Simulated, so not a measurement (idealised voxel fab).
Process module heading - voxel transistor to metal
It is cross-section cut that appears here, measuring 165 nm in width, its square cells being 5 nm in size.
If you're reading a cross-section in this doc, picture square cells in a grid; it comes to you as bands, top ones listed first down to the bottom, and a band can be one or more rows of cells. For a band, the entry starts with two heights in nm, that of the top and then that of the bottom, and carries on with the band's materials in order from left to right, each alongside its width in nm; the word "full width" beside a single material means it fills the band edge to edge, and "air" means empty space. Height 0 is the level under which the wafer as received is all one material. The lowest band goes on downwards, as in "0 nm and below". Read "30..40" as a graded width: first number on top, second number at the bottom, same change between each pair of neighbouring rows. "no modifications" means the step left every cell of the cross-section as it was. "Voids, fully enclosed": sealed empty spaces, 8 cells or more, no open way to top, listed width x height at distance, with distance from the left edge and width, height and distance in nm. That trailing text on a step's line, after the settings, is the simulator's own remark on the step. The optional step-line setting "overlay nm" applies to steps with a mask and quantifies how far to the right of its planned location the mask lay, a negative value indicating leftward placement.
This section lists the process steps that were planned
1: RECEIVE [material Si]
2: CONFORMAL_DEP [material SiO2] [thk nm 5]
3: CONFORMAL_DEP [material SiN] [thk nm 15]
4: DIRECTIONAL_DEP [material aC] [thk nm 10]
5: PATTERN [tone cover] [mask id ACTIVE] [material resist] [width nm 105] [thk nm 30] [overlay nm 0]
6: DIRECTIONAL_ETCH [etch materials aC] [depth nm 10]
7: STRIP [etch materials resist]
8: DIRECTIONAL_ETCH [etch materials SiN] [depth nm 15]
9: DIRECTIONAL_ETCH [etch materials SiO2] [depth nm 5]
10: DIRECTIONAL_ETCH [etch materials Si] [depth nm 30]
11: STRIP [etch materials aC]
12: OXIDIZE [depth nm 5]
13: FILL_DEP [material SiO2] [thk nm 10]
14: CMP [height nm 20]
15: SELECTIVE_ETCH [etch materials SiO2] [depth nm 10]
16: STRIP [etch materials SiN]
17: SELECTIVE_ETCH [etch materials SiO2] [depth nm 5]
18: OXIDIZE [depth nm 5]
19: DIRECTIONAL_DEP [material polySi] [thk nm 20]
20: DIRECTIONAL_DEP [material SiCN] [thk nm 10]
21: PATTERN [tone cover] [mask id GATE] [material resist] [width nm 35] [thk nm 20] [overlay nm 0]
22: DIRECTIONAL_ETCH [etch materials SiCN] [depth nm 20]
23: DIRECTIONAL_ETCH [etch materials polySi] [depth nm 30]
24: STRIP [etch materials resist]
25: CONFORMAL_DEP [material SiO2] [thk nm 5]
26: DIRECTIONAL_ETCH [etch materials SiO2] [depth nm 5]
27: CONFORMAL_DEP [material SiN] [thk nm 10]
28: DIRECTIONAL_ETCH [etch materials SiN] [depth nm 10]
29: DIRECTIONAL_ETCH [etch materials SiO2] [depth nm 5]
30: DIRECTIONAL_ETCH [etch materials Si] [depth nm 5]
31: EPI [material pSi] [thk nm 5]
32: FILL_DEP [material SiO2] [thk nm 10]
33: CMP [height nm 20]
34: STRIP [etch materials polySi]
35: SELECTIVE_ETCH [etch materials SiO2] [depth nm 5]
36: CONFORMAL_DEP [material HfO2] [thk nm 5]
37: CONFORMAL_DEP [material TiN] [thk nm 5]
38: FILL_DEP [material W] [thk nm 10]
39: CMP [height nm 15]
40: DIRECTIONAL_DEP [material SiO2] [thk nm 15]
41: DIRECTIONAL_DEP [material aC] [thk nm 10]
42: PATTERN [tone open] [mask id CONTACT] [material resist] [width nm 15] [pitch nm 80] [thk nm 30] [overlay nm 0]
43: DIRECTIONAL_ETCH [etch materials aC] [depth nm 10]
44: STRIP [etch materials resist]
45: DIRECTIONAL_ETCH [etch materials SiO2] [depth nm 30]
46: STRIP [etch materials aC]
47: CONFORMAL_DEP [material TiN] [thk nm 5]
48: FILL_DEP [material Ru] [thk nm 5]
49: CMP [height nm 30]
50: DIRECTIONAL_DEP [material TiN] [thk nm 5]
51: DIRECTIONAL_DEP [material Ru] [thk nm 20]
52: MASKED_ETCH [tone cover] [mask id METAL_1] [width nm 15] [pitch nm 80] [etch materials Ru] [depth nm 20] [overlay nm 0]
53: MASKED_ETCH [tone cover] [mask id METAL_1] [width nm 15] [pitch nm 80] [etch materials TiN] [depth nm 5] [overlay nm 0]
54: CONFORMAL_DEP [material SiN] [thk nm 5]
55: FILL_DEP [material lowk] [thk nm 10]
56: CMP [height nm 55]
57: CONFORMAL_DEP [material SiCN] [thk nm 5]
58: DIRECTIONAL_DEP [material SiO2] [thk nm 25]
59: DIRECTIONAL_DEP [material aC] [thk nm 10]
60: PATTERN [tone open] [mask id METAL_2] [material resist] [width nm 15] [pitch nm 80] [thk nm 25] [overlay nm 0]
61: DIRECTIONAL_ETCH [etch materials aC] [depth nm 10]
62: STRIP [etch materials resist]
63: DIRECTIONAL_ETCH [etch materials SiO2] [depth nm 15]
64: STRIP [etch materials aC]
65: MASKED_ETCH [tone open] [mask id METAL_2_HOLES] [width nm 15] [pitch nm 80] [etch materials SiO2] [depth nm 10] [overlay nm 0]
66: MASKED_ETCH [tone open] [mask id METAL_2_HOLES] [width nm 15] [pitch nm 80] [etch materials SiCN] [depth nm 5] [overlay nm 0]
67: CONFORMAL_DEP [material TiN] [thk nm 5]
68: FILL_DEP [material Cu] [thk nm 10]
69: CMP [height nm 85]
70: CONFORMAL_DEP [material SiN] [thk nm 5]
Cross-section of the wafer upon arrival, representing the state reached after step 1
    0 nm and below = Si full width
    Voids, fully enclosed: none
Cross-sectional result after module completion. Note: starting condition and plan are unchanged from above; one processing mistake was made
    90 nm to 85 nm = SiN full width
    85 nm to 60 nm = SiO2 35, then TiN 5, then Cu 5, then TiN 5, then SiO2 65, then TiN 5, then Cu 5, then TiN 5, then SiO2 35
    60 nm to 55 nm = SiCN 35, then TiN 15, then SiCN 65, then TiN 15, then SiCN 35
    55 nm to 35 nm = lowk 30, then SiN 5, then Ru 15, then SiN 5, then lowk 55, then SiN 5, then Ru 15, then SiN 5, then lowk 30
    35 nm to 30 nm = SiN 35, then TiN 15, then SiN 65, then TiN 15, then SiN 35
    30 nm to 15 nm = SiO2 35, then TiN 5, then Ru 5, then TiN 5, then SiO2 65, then TiN 5, then Ru 5, then TiN 5, then SiO2 35
    15 nm to 10 nm = SiO2 35, then TiN 5, then Ru 5, then TiN 5, then SiN 10, then HfO2 5, then TiN 5, then W 25, then TiN 5, then HfO2 5, then SiN 10, then TiN 5, then Ru 5, then TiN 5, then SiO2 35
    10 nm to 5 nm = SiO2 35, then TiN 15, then SiN 10, then HfO2 5, then TiN 5, then W 25, then TiN 5, then HfO2 5, then SiN 10, then TiN 15, then SiO2 35
    5 nm to 0 nm = SiO2 30, then SiN 10, then TiN 10, then SiN 10, then HfO2 5, then TiN 35, then HfO2 5, then SiN 10, then TiN 10, then SiN 10, then SiO2 30
    0 nm to -5 nm = SiO2 40, then pSi 10, then SiO2 10, then HfO2 45, then SiO2 10, then pSi 10, then SiO2 40
    -5 nm to -10 nm = SiO2 35, then Si 5, then pSi 10, then Si 65, then pSi 10, then Si 5, then SiO2 35
    -10 nm to -30 nm = SiO2 35, then Si 95, then SiO2 35
    -30 nm and below = Si full width
    Voids, fully enclosed: none
In executing the process, a mistake was made relative to the plan: step 10 ran with different settings than intended, the actual operation and settings being DIRECTIONAL_ETCH [etch materials Si] [depth nm 25]
